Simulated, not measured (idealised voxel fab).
process module | voxel capacitor over wiring
Square cells of 5 nm make up the cross-section cut, whose width is 220 nm.
Cross-section format: a grid of square cells, given as bands from top to bottom; each band is one or more rows of cells.
It is stipulated that each band's entry specify, in nanometres, the height of the top of the band and then that of its bottom, followed by the materials of the band in left-to-right sequence, each together with its width in nanometres. A single material marked by the word "all across" is understood to fill the band from edge to edge; the word "empty" is understood to denote empty space.
Zero point of the height axis is 0; under it, received wafer = one material. Lowest band: continues down indefinitely, "0 nm and below".
The notation "30 to 40" denotes a width that varies across the rows of cells in the band, beginning at the first number in the top row, finishing at the second number in the bottom row, and changing by an identical amount from each row to the next.
"remains unaltered", as given for a step, is the statement that not any cell of the cross-section underwent a change during that step.
"Sealed internal cavities" contains a list of empty spaces, each no smaller than 8 cells and without an open way to the top, written in the form width x height at distance with the distance from the left edge and all three in nm.
after a step's settings: what the simulator itself notes on the step
overlay nm: mask right of planned place by this much (step with mask). Neg. = left.
List of planned process steps
step 1: RECEIVE,material Si
step 2: CONFORMAL_DEP,material SiO2,thk nm 10
step 3: DIRECTIONAL_DEP,material TiN,thk nm 5
step 4: DIRECTIONAL_DEP,material W,thk nm 20
step 5: MASKED_ETCH,tone cover,mask id METAL_1,width nm 30,pitch nm 100,etch materials W,depth nm 20,overlay nm 0
step 6: MASKED_ETCH,tone cover,mask id METAL_1,width nm 30,pitch nm 100,etch materials TiN,depth nm 5,overlay nm 0
step 7: CONFORMAL_DEP,material SiN,thk nm 5
step 8: FILL_DEP,material lowk,thk nm 10
step 9: CMP,height nm 35
step 10: CONFORMAL_DEP,material SiCN,thk nm 5
step 11: DIRECTIONAL_DEP,material lowk,thk nm 15
step 12: PATTERN,tone open,mask id PLUG_1,material resist,width nm 15,thk nm 15,overlay nm 0
step 13: DIRECTIONAL_ETCH,etch materials lowk,depth nm 15
step 14: DIRECTIONAL_ETCH,etch materials SiCN,depth nm 5
step 15: STRIP,etch materials resist
step 16: EPI,material Ru,thk nm 10
step 17: EPI,material Ru,thk nm 10
step 18: DIRECTIONAL_DEP,material TiN,thk nm 10
step 19: DIRECTIONAL_DEP,material Al2O3,thk nm 5
step 20: DIRECTIONAL_DEP,material TiN,thk nm 5
step 21: MASKED_ETCH,tone cover,mask id UPPER_PLATE,width nm 75,etch materials TiN,depth nm 5,overlay nm 0
step 22: MASKED_ETCH,tone cover,mask id UPPER_PLATE,width nm 75,etch materials Al2O3,depth nm 5,overlay nm 0
step 23: MASKED_ETCH,tone cover,mask id LOWER_PLATE,width nm 85,etch materials TiN,depth nm 10,overlay nm 0
step 24: FILL_DEP,material SiO2,thk nm 15
step 25: CMP,height nm 85
step 26: MASKED_ETCH,tone open,mask id PLUG_2,width nm 15,etch materials SiO2,depth nm 10,overlay nm 0
step 27: CONFORMAL_DEP,material TiN,thk nm 5
step 28: FILL_DEP,material W,thk nm 10
step 29: CMP,height nm 85
step 30: CONFORMAL_DEP,material SiN,thk nm 5
This is the cross-section of the wafer as we received it, i.e. after step 1
	0 nm and below  Si all across
	Sealed internal cavities: none
first wafer at the end, as planned
	90 nm to 85 nm  SiN all across
	85 nm to 80 nm  SiO2 70, TiN 5, W 5, TiN 5, SiO2 135
	80 nm to 70 nm  SiO2 70 to 60, TiN 15 to 75, SiO2 135 to 85
	70 nm to 65 nm  SiO2 60, Al2O3 75, SiO2 85
	65 nm to 55 nm  SiO2 55, TiN 85, SiO2 80
	55 nm to 40 nm  lowk 60, Ru 15, lowk 145
	40 nm to 35 nm  SiCN 60, Ru 15, SiCN 145
	35 nm to 15 nm  lowk 40, SiN 5, W 30, SiN 5, lowk 60, SiN 5, W 30, SiN 5, lowk 40
	15 nm to 10 nm  SiN 45, TiN 30, SiN 70, TiN 30, SiN 45
	10 nm to 0 nm  SiO2 all across
	0 nm and below  Si all across
	Sealed internal cavities: none
Second wafer through the module, sectioned at the end: same beginning and same plan as the first wafer, with one mistake in carrying it out
	90 nm to 85 nm  SiN all across
	85 nm to 80 nm  W all across
	80 nm to 75 nm  TiN all across
	75 nm to 70 nm  SiO2 60, TiN 75, SiO2 85
	70 nm to 65 nm  SiO2 60, Al2O3 75, SiO2 85
	65 nm to 55 nm  SiO2 55, TiN 85, SiO2 80
	55 nm to 40 nm  lowk 60, Ru 15, lowk 145
	40 nm to 35 nm  SiCN 60, Ru 15, SiCN 145
	35 nm to 15 nm  lowk 40, SiN 5, W 30, SiN 5, lowk 60, SiN 5, W 30, SiN 5, lowk 40
	15 nm to 10 nm  SiN 45, TiN 30, SiN 70, TiN 30, SiN 45
	10 nm to 0 nm  SiO2 all across
	0 nm and below  Si all across
	Sealed internal cavities: none
Finding, execution versus plan: not per plan at step 25, really ran CMP,height nm 75
Materials where the second wafer ends with more or fewer cells than the first: SiO2 -82; TiN +39; W +43
